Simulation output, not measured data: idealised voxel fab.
Proc. module: voxel tone inversion
The cross-section on display is named cut; it measures 255 nm wide, and its cells are 5 nm squares.
A cross-section is a grid of square cells, given in bands from the top down. A band is one or more rows of cells.
Band entry format. Leading values: height of top, height of bottom, nm. Remainder: materials in left-to-right order, each with its width in nm. Special words: "throughout" on a single material, which then fills the band edge to edge; "empty", empty space.
A quick word on heights: they are counted from 0, and under that level the wafer as it came to us is one material throughout. The lowest band is different from the rest in having no bottom; it simply continues downward, written as in "top 0, no bottom".
Width "30..40": first value at the band's top row of cells, second value at its bottom row, equal change from row to row.
It should be understood that the words "nothing changed", when stated for a given step, signify that the cross-section underwent no change in any of its cells during that step.
The label "Entrapped void list" introduces a list of the empty spaces, 8 cells or larger, that have no open way up to the top; each entry in it reads width x height at distance, where the distance is taken from the left edge and all three are stated in nm.
On a step's line, text after the settings is the simulator commenting on that step.
overlay nm: mask offset rightward from planned place, masked step; negative means leftward offset.
PLAN
1. RECEIVE, material Si
2. CONFORMAL_DEP, material SiN, thk nm 5
3. DIRECTIONAL_DEP, material aC, thk nm 25
4. PATTERN, tone cover, mask id POSTS, material resist, width nm 15, pitch nm 35, thk nm 35, overlay nm -15
5. DIRECTIONAL_ETCH, etch materials aC, depth nm 25
6. STRIP, etch materials resist
7. FILL_DEP, material lowk, thk nm 10
8. CMP, height nm 30
9. STRIP, etch materials aC
10. CONFORMAL_DEP, material TiN, thk nm 5
11. FILL_DEP, material Cu, thk nm 10
12. CMP, height nm 30
13. CONFORMAL_DEP, material SiN, thk nm 5
Wafers differ in overlay nm at step 4; plan lists the first wafer's value; identical starting state.
THE FIRST OF SEVERAL WAFERS IN CROSS-SECTION, EXACTLY AS IT REACHED US AFTER STEP 1
* top 0, no bottom: Si throughout
* Entrapped void list: none
PER WAFER (ROW), END OF MODULE: DELTA IN CELLS PER MATERIAL SINCE RECEIPT, (+) FOR GAINED, (-) FOR LOST; CLOSED VOIDS AFTER THAT
overlay nm -15 | +8 Cu | +102 SiN | +22 TiN | +225 lowk | Entrapped void list: none
overlay nm -10 | +8 Cu | +102 SiN | +22 TiN | +225 lowk | Entrapped void list: none
overlay nm -5 | +8 Cu | +102 SiN | +22 TiN | +225 lowk | Entrapped void list: none
overlay nm 0 | +8 Cu | +102 SiN | +22 TiN | +225 lowk | Entrapped void list: none
overlay nm 5 | +8 Cu | +102 SiN | +22 TiN | +225 lowk | Entrapped void list: none
overlay nm 10 | +8 Cu | +102 SiN | +22 TiN | +225 lowk | Entrapped void list: none
overlay nm 15 | +8 Cu | +102 SiN | +22 TiN | +225 lowk | Entrapped void list: none
